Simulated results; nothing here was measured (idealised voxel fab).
This section sets out a process module, namely voxel released beams.
Square cell edge 5 nm, section width 180 nm, ID cut.
Throughout this document, each cross-section is represented as a grid of square cells and is presented as a sequence of bands enumerated from the top downward, where a band comprises one or more rows of cells. The band entry comprises the height of the band's top followed by the height of its bottom, expressed in nm, and subsequently the band's materials from left to right, each stated together with its width in nm. Where a single material is marked with the word "full width", that material fills the band from edge to edge. The word "air" represents empty space. It should be noted that heights are counted from 0, beneath which the wafer as supplied is of one material throughout, and that the lowest band possesses no lower boundary but continues downward, as written in "0 nm and below". You'd read "30 to 40" like this: the band's top row of cells is as wide as the first number, its bottom row is as wide as the second, and going down, every row changes width by the same amount as the row before did. Given "everything unchanged" for a step, no cell of the cross-section differs between before and after that step. The label "Fully sealed cavities" introduces a list of the empty spaces, 8 cells or larger, that have no open way up to the top; each entry in it reads width x height at distance, where the distance is taken from the left edge and all three are stated in nm. It should be noted that, on the line of a given step, the content following the step's settings is a remark produced by the simulator itself with respect to that step. overlay nm: mask offset rightward from planned place, masked step; negative means leftward offset.

Intended process steps:
| 1 | RECEIVE: material Si |
| 2 | CONFORMAL_DEP: material SiN, thk nm 5 |
| 3 | DIRECTIONAL_DEP: material SiO2, thk nm 15 |
| 4 | DIRECTIONAL_DEP: material aC, thk nm 15 |
| 5 | PATTERN: tone open, mask id ANCHOR, material resist, width nm 25, thk nm 30, overlay nm 0 |
| 6 | DIRECTIONAL_ETCH: etch materials aC, depth nm 15 |
| 7 | STRIP: etch materials resist |
| 8 | DIRECTIONAL_ETCH: etch materials SiO2, depth nm 15 |
| 9 | STRIP: etch materials aC |
| 10 | CONFORMAL_DEP: material polySi, thk nm 10 |
| 11 | DIRECTIONAL_DEP: material aC, thk nm 15 |
| 12 | PATTERN: tone cover, mask id BEAM, material resist, width nm 110, thk nm 30, overlay nm 0 |
| 13 | DIRECTIONAL_ETCH: etch materials aC, depth nm 15 |
| 14 | STRIP: etch materials resist |
| 15 | DIRECTIONAL_ETCH: etch materials polySi, depth nm 10 |
| 16 | STRIP: etch materials aC |
| 17 | STRIP: etch materials SiO2 |

Cross-section: wafer on arrival = after step 1:
* 0 nm and below = Si full width
* Fully sealed cavities: none

Module complete, cross-section. Starting point and plan per above. One mistake made in running the module:
* 30 nm to 20 nm = air=30 | polySi=110 | air=40
* 20 nm to 15 nm = SiN full width
* 15 nm to 0 nm = SiO2 full width
* 0 nm and below = Si full width
* Fully sealed cavities: none
Run error: the processing plan was not followed for steps 2 and 3, which were run with their positions exchanged
